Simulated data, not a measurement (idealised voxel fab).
Documented hereafter: the process module known as voxel capacitor over wiring.
Square cells of 5 nm make up the cross-section cut, whose width is 140 nm.
For the purposes of this document, a cross-section shall be understood as a grid of square cells, specified as bands listed in top-to-bottom order, each band consisting of one or more rows of cells.
Heads up on the band format: heights come first, top then bottom, in nm. After that it's the materials left to right, each with its width in nm. A single material flagged "all across" fills the whole band edge to edge, and "air" means there's empty space there.
Height is counted from the level 0, under which the received wafer is composed throughout of one material. The lowest of the bands is not closed at the bottom but continues downward, in the notation "0 -> down".
It should be noted that a width expressed as "30->40" varies in equal increments from row to row of cells within the band, taking the value of the first number at the top row and that of the second number at the bottom row.
When a step is marked "identical to before", none of the cells in the cross-section changed during that step.
If an empty space has no open way to the top and is at least 8 cells in size, "Sealed void inventory" lists it, written width x height at distance, where distance is measured from the left edge and every value is in nm.
Anything after a step's settings on that line? It's the simulator's own note about the step.
What "overlay nm" on a step's line means: if the step has a mask, that mask lay this far to the right of its planned place, or, when the value is negative, to the left.
### Here's what the planned process steps look like
step 1: RECEIVE | material Si
step 2: CONFORMAL_DEP | material SiO2 | thk nm 10
step 3: DIRECTIONAL_DEP | material TiN | thk nm 5
step 4: DIRECTIONAL_DEP | material Ru | thk nm 25
step 5: MASKED_ETCH | tone cover | mask id METAL_1 | width nm 25 | pitch nm 80 | etch materials Ru | depth nm 25 | overlay nm 0
step 6: MASKED_ETCH | tone cover | mask id METAL_1 | width nm 25 | pitch nm 80 | etch materials TiN | depth nm 5 | overlay nm 0
step 7: CONFORMAL_DEP | material SiN | thk nm 5
step 8: FILL_DEP | material SiO2 | thk nm 5
step 9: CMP | height nm 40
step 10: CONFORMAL_DEP | material SiCN | thk nm 5
step 11: DIRECTIONAL_DEP | material lowk | thk nm 15
step 12: DIRECTIONAL_DEP | material aC | thk nm 10
step 13: PATTERN | tone open | mask id PLUG_1 | material resist | width nm 15 | thk nm 25 | overlay nm 0
step 14: DIRECTIONAL_ETCH | etch materials aC | depth nm 10
step 15: STRIP | etch materials resist
step 16: DIRECTIONAL_ETCH | etch materials lowk | depth nm 15
step 17: DIRECTIONAL_ETCH | etch materials SiCN | depth nm 5
step 18: STRIP | etch materials aC
step 19: CONFORMAL_DEP | material TiN | thk nm 5
step 20: FILL_DEP | material Ru | thk nm 5
step 21: CMP | height nm 60
step 22: DIRECTIONAL_DEP | material TiN | thk nm 5
step 23: DIRECTIONAL_DEP | material Al2O3 | thk nm 5
step 24: DIRECTIONAL_DEP | material TiN | thk nm 10
step 25: MASKED_ETCH | tone cover | mask id UPPER_PLATE | width nm 60 | etch materials TiN | depth nm 10 | overlay nm 0
step 26: MASKED_ETCH | tone cover | mask id UPPER_PLATE | width nm 60 | etch materials Al2O3 | depth nm 5 | overlay nm 0
step 27: DIRECTIONAL_DEP | material aC | thk nm 10
step 28: PATTERN | tone cover | mask id LOWER_PLATE | material resist | width nm 70 | thk nm 30 | overlay nm 0
step 29: DIRECTIONAL_ETCH | etch materials aC | depth nm 10
step 30: STRIP | etch materials resist
step 31: DIRECTIONAL_ETCH | etch materials TiN | depth nm 5
step 32: STRIP | etch materials aC
step 33: FILL_DEP | material SiO2 | thk nm 20
step 34: CMP | height nm 95
step 35: PATTERN | tone open | mask id PLUG_2 | material resist | width nm 15 | thk nm 15 | overlay nm 0
step 36: DIRECTIONAL_ETCH | etch materials SiO2 | depth nm 15
step 37: STRIP | etch materials resist
step 38: CONFORMAL_DEP | material TiN | thk nm 5
step 39: FILL_DEP | material Ru | thk nm 5
step 40: CMP | height nm 95
step 41: CONFORMAL_DEP | material SiN | thk nm 5
The wafers are alike at the start. At step 35, their width nm differs. The plan lists the first wafer's value.
### Sectional view: first of several wafers, as received, after step 1
  0 -> down  Si all across
  Sealed void inventory: none
### First of several wafers in cross-section at module end, following the final step, step 41
  100 -> 95  SiN all across
  95 -> 85  35 nm SiO2 / 5 nm TiN / 5 nm Ru / 5 nm TiN / 90 nm SiO2
  85 -> 80  35 nm SiO2 / 15 nm TiN / 90 nm SiO2
  80 -> 70  25 nm SiO2 / 60 nm TiN / 55 nm SiO2
  70 -> 65  25 nm SiO2 / 60 nm Al2O3 / 55 nm SiO2
  65 -> 60  20 nm SiO2 / 70 nm TiN / 50 nm SiO2
  60 -> 45  25 nm lowk / 5 nm TiN / 5 nm Ru / 5 nm TiN / 100 nm lowk
  45 -> 40  25 nm SiCN / 15 nm TiN / 100 nm SiCN
  40 -> 15  10 nm SiO2 / 5 nm SiN / 25 nm Ru / 5 nm SiN / 45 nm SiO2 / 5 nm SiN / 25 nm Ru / 5 nm SiN / 15 nm SiO2
  15 -> 10  15 nm SiN / 25 nm TiN / 55 nm SiN / 25 nm TiN / 20 nm SiN
  10 -> 0  SiO2 all across
  0 -> down  Si all across
  Sealed void inventory: none
### Cross-section, module end, final of several wafers
  100 -> 95  SiN all across
  95 -> 85  30 nm SiO2 / 5 nm TiN / 20 nm Ru / 5 nm TiN / 80 nm SiO2
  85 -> 80  30 nm SiO2 / 30 nm TiN / 80 nm SiO2
  80 -> 70  25 nm SiO2 / 60 nm TiN / 55 nm SiO2
  70 -> 65  25 nm SiO2 / 60 nm Al2O3 / 55 nm SiO2
  65 -> 60  20 nm SiO2 / 70 nm TiN / 50 nm SiO2
  60 -> 45  25 nm lowk / 5 nm TiN / 5 nm Ru / 5 nm TiN / 100 nm lowk
  45 -> 40  25 nm SiCN / 15 nm TiN / 100 nm SiCN
  40 -> 15  10 nm SiO2 / 5 nm SiN / 25 nm Ru / 5 nm SiN / 45 nm SiO2 / 5 nm SiN / 25 nm Ru / 5 nm SiN / 15 nm SiO2
  15 -> 10  15 nm SiN / 25 nm TiN / 55 nm SiN / 25 nm TiN / 20 nm SiN
  10 -> 0  SiO2 all across
  0 -> down  Si all across
  Sealed void inventory: none
### The rows of the table below are wafers. Looking at the end of the module, a row counts, for every material, the cells the wafer has gained, shown as (+), or lost, shown as (-), since it was received; its closed voids come next
width nm 15; +12 Al2O3; +55 Ru; +25 SiCN; +66 SiN; +263 SiO2; +64 TiN; +75 lowk; Sealed void inventory: none
width nm 20; +12 Al2O3; +57 Ru; +25 SiCN; +66 SiN; +260 SiO2; +65 TiN; +75 lowk; Sealed void inventory: none
width nm 25; +12 Al2O3; +59 Ru; +25 SiCN; +66 SiN; +257 SiO2; +66 TiN; +75 lowk; Sealed void inventory: none
width nm 30; +12 Al2O3; +61 Ru; +25 SiCN; +66 SiN; +254 SiO2; +67 TiN; +75 lowk; Sealed void inventory: none
